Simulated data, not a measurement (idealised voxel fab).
process module | voxel lift off
cross-section cut | 155 nm wide | cells 5 nm
A cross-section is a grid of square cells, given in bands from the top down. A band is one or more rows of cells.
Each band's line starts with the height of the band's top and of its bottom, in nm. Then come its materials from left to right, each with its width in nm. One material with "throughout" fills the band from edge to edge. "air" is empty space.
Height 0 is the level under which the wafer as received is all one material. The lowest band goes on downwards, as in "0 down".
A width such as "30 to 40" changes by the same amount from each row of cells to the next, from the band's top row to its bottom row.
"no change" after a step means that no cell of the cross-section changed.
closed voids: empty space of 8 cells or more with no open way to the top, each as width x height at its distance from the left edge, in nm
after a step's settings: what the simulator itself notes on the step
overlay nm, on a step with a mask: how far to the right of its planned place the mask lay; to the left if negative
plan
1 op RECEIVE | material Si
2 op CONFORMAL_DEP | material Al2O3 | thk nm 5
3 op PATTERN | tone open | mask id LINES | material resist | width nm 15 | pitch nm 30 | thk nm 25 | overlay nm 0
4 op DIRECTIONAL_DEP | material Ru | thk nm 15
5 op STRIP | etch materials resist
6 op CONFORMAL_DEP | material SiO2 | thk nm 5
as received, after step 1
  0 down: Si throughout
  closed voids: none
a wafer at the end: this start, this plan, one mistake
  25 to 20: air 30 | SiO2 25 | air 5 | SiO2 25 | air 5 | SiO2 25 | air 5 | SiO2 25 | air 10
  20 to 10: air 30 | SiO2 5 | Ru 15 | SiO2 5 | air 5 | SiO2 5 | Ru 15 | SiO2 5 | air 5 | SiO2 5 | Ru 15 | SiO2 5 | air 5 | SiO2 5 | Ru 15 | SiO2 5 | air 10
  10 to 5: SiO2 35 | Ru 15 | SiO2 15 | Ru 15 | SiO2 15 | Ru 15 | SiO2 15 | Ru 15 | SiO2 15
  5 to 0: Al2O3 throughout
  0 down: Si throughout
  closed voids: none
what went wrong: step 3 ran as: op PATTERN | tone open | mask id LINES | material resist | width nm 15 | pitch nm 30 | thk nm 25 | overlay nm 10
